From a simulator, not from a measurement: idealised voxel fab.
Module name: voxel spacer lines (process module)
cross-section cut | 165 nm wide | cells 5 nm
Cross-section spec: square-cell grid; bands listed top down; each band is one or more rows. It is stipulated that each band's entry specify, in nanometres, the height of the top of the band and then that of its bottom, followed by the materials of the band in left-to-right sequence, each together with its width in nanometres. A single material marked by the word "full width" is understood to fill the band from edge to edge; the word "empty" is understood to denote empty space. It should be noted that heights are counted from 0, beneath which the wafer as supplied is of one material throughout, and that the lowest band possesses no lower boundary but continues downward, as written in "0 and below". The two numbers in a width such as "30..40" mark its ends across the band: the first belongs to the top row of cells, the second to the bottom row, and from each row to the next the width moves by the same amount. The cross-section has no changed cell in any step marked "no modification". Listed in "Closed cavity list": every empty space of 8 or more cells without an open way to the top. Form: width x height at distance, the distance being from the left edge, all in nm. Past the settings on a step's line: simulator remark, on that step. "overlay nm" answers the question of how far to the right of plan the mask lay on a step that has a mask, and when it is negative the answer is to the left.
## Steps planned for the process
1: RECEIVE | material Si
2: CONFORMAL_DEP | material Al2O3 | thk nm 5
3: DIRECTIONAL_DEP | material polySi | thk nm 20
4: DIRECTIONAL_DEP | material aC | thk nm 30
5: PATTERN | tone cover | mask id MANDREL | material resist | width nm 20 | pitch nm 70 | thk nm 35 | overlay nm 0
6: DIRECTIONAL_ETCH | etch materials aC | depth nm 30
7: STRIP | etch materials resist
8: CONFORMAL_DEP | material SiO2 | thk nm 15
9: DIRECTIONAL_ETCH | etch materials SiO2 | depth nm 15
10: STRIP | etch materials aC
11: DIRECTIONAL_ETCH | etch materials polySi | depth nm 20
12: STRIP | etch materials SiO2
## Of two wafers, the first: run according to plan
## Cross-sectional view of the wafer in its as-received condition, corresponding to the state after step 1
	0 and below | Si full width
	Closed cavity list: none
## The following cross-section depicts the wafer upon completion of step 2
	5 down to 0 | Al2O3 full width
	Below 0, no change.
## The following cross-section depicts the wafer upon completion of step 3
	25 down to 5 | polySi full width
	Below 5, no change.
## The following cross-section depicts the wafer upon completion of step 4
	55 down to 25 | aC full width
	Below 25, no change.
## The following cross-section depicts the wafer upon completion of step 5
	90 down to 55 | empty 35 nm  resist 20 nm  empty 50 nm  resist 20 nm  empty 40 nm
	Below 55, no change.
## The following cross-section depicts the wafer upon completion of step 6
	60 down to 55 | empty 35 nm  resist 20 nm  empty 50 nm  resist 20 nm  empty 40 nm
	55 down to 25 | empty 35 nm  aC 20 nm  empty 50 nm  aC 20 nm  empty 40 nm
	Below 25, no change.
## The following cross-section depicts the wafer upon completion of step 7
	55 down to 25 | empty 35 nm  aC 20 nm  empty 50 nm  aC 20 nm  empty 40 nm
	Below 25, no change.
## The following cross-section depicts the wafer upon completion of step 8
	70 down to 55 | empty 20 nm  SiO2 50 nm  empty 20 nm  SiO2 50 nm  empty 25 nm
	55 down to 40 | empty 20 nm  SiO2 15 nm  aC 20 nm  SiO2 15 nm  empty 20 nm  SiO2 15 nm  aC 20 nm  SiO2 15 nm  empty 25 nm
	40 down to 25 | SiO2 35 nm  aC 20 nm  SiO2 50 nm  aC 20 nm  SiO2 40 nm
	Below 25, no change.
## The following cross-section depicts the wafer upon completion of step 9
	55 down to 25 | empty 20 nm  SiO2 15 nm  aC 20 nm  SiO2 15 nm  empty 20 nm  SiO2 15 nm  aC 20 nm  SiO2 15 nm  empty 25 nm
	Below 25, no change.
## The following cross-section depicts the wafer upon completion of step 10
	55 down to 25 | empty 20 nm  SiO2 15 nm  empty 20 nm  SiO2 15 nm  empty 20 nm  SiO2 15 nm  empty 20 nm  SiO2 15 nm  empty 25 nm
	Below 25, no change.
## The following cross-section depicts the wafer upon completion of step 11
	55 down to 25 | empty 20 nm  SiO2 15 nm  empty 20 nm  SiO2 15 nm  empty 20 nm  SiO2 15 nm  empty 20 nm  SiO2 15 nm  empty 25 nm
	25 down to 5 | empty 20 nm  polySi 15 nm  empty 20 nm  polySi 15 nm  empty 20 nm  polySi 15 nm  empty 20 nm  polySi 15 nm  empty 25 nm
	Below 5, no change.
## The following cross-section depicts the wafer upon completion of step 12
	25 down to 5 | empty 20 nm  polySi 15 nm  empty 20 nm  polySi 15 nm  empty 20 nm  polySi 15 nm  empty 20 nm  polySi 15 nm  empty 25 nm
	Below 5, no change.
## Notes, second wafer: start = first wafer's, plan = first wafer's, execution had one mistake; history identical to first through step 2
## Second wafer, cross-section, planned end of step 3
	30 down to 5 | polySi full width
	Below 5, no change.
## Second wafer, cross-section, planned end of step 4
	60 down to 30 | aC full width
	Below 30, no change.
## Second wafer, cross-section, planned end of step 5
	95 down to 60 | empty 35 nm  resist 20 nm  empty 50 nm  resist 20 nm  empty 40 nm
	Below 60, no change.
## Second wafer, cross-section, planned end of step 6
	65 down to 60 | empty 35 nm  resist 20 nm  empty 50 nm  resist 20 nm  empty 40 nm
	60 down to 30 | empty 35 nm  aC 20 nm  empty 50 nm  aC 20 nm  empty 40 nm
	Below 30, no change.
## Second wafer, cross-section, planned end of step 7
	60 down to 30 | empty 35 nm  aC 20 nm  empty 50 nm  aC 20 nm  empty 40 nm
	Below 30, no change.
## Second wafer, cross-section, planned end of step 8
	75 down to 60 | empty 20 nm  SiO2 50 nm  empty 20 nm  SiO2 50 nm  empty 25 nm
	60 down to 45 | empty 20 nm  SiO2 15 nm  aC 20 nm  SiO2 15 nm  empty 20 nm  SiO2 15 nm  aC 20 nm  SiO2 15 nm  empty 25 nm
	45 down to 30 | SiO2 35 nm  aC 20 nm  SiO2 50 nm  aC 20 nm  SiO2 40 nm
	Below 30, no change.
## Second wafer, cross-section, planned end of step 9
	60 down to 30 | empty 20 nm  SiO2 15 nm  aC 20 nm  SiO2 15 nm  empty 20 nm  SiO2 15 nm  aC 20 nm  SiO2 15 nm  empty 25 nm
	Below 30, no change.
## Second wafer, cross-section, planned end of step 10
	60 down to 30 | empty 20 nm  SiO2 15 nm  empty 20 nm  SiO2 15 nm  empty 20 nm  SiO2 15 nm  empty 20 nm  SiO2 15 nm  empty 25 nm
	Below 30, no change.
## Second wafer, cross-section, planned end of step 11
	60 down to 30 | empty 20 nm  SiO2 15 nm  empty 20 nm  SiO2 15 nm  empty 20 nm  SiO2 15 nm  empty 20 nm  SiO2 15 nm  empty 25 nm
	30 down to 10 | empty 20 nm  polySi 15 nm  empty 20 nm  polySi 15 nm  empty 20 nm  polySi 15 nm  empty 20 nm  polySi 15 nm  empty 25 nm
	Below 10, no change.
## Second wafer, cross-section, planned end of step 12
	30 down to 10 | empty 20 nm  polySi 15 nm  empty 20 nm  polySi 15 nm  empty 20 nm  polySi 15 nm  empty 20 nm  polySi 15 nm  empty 25 nm
	Below 10, no change.
Nonconformance to the process plan: step 3: run off-plan, actual operation and settings DIRECTIONAL_DEP | material polySi | thk nm 25
at the end the second wafer has, in cells: 33 more of polySi
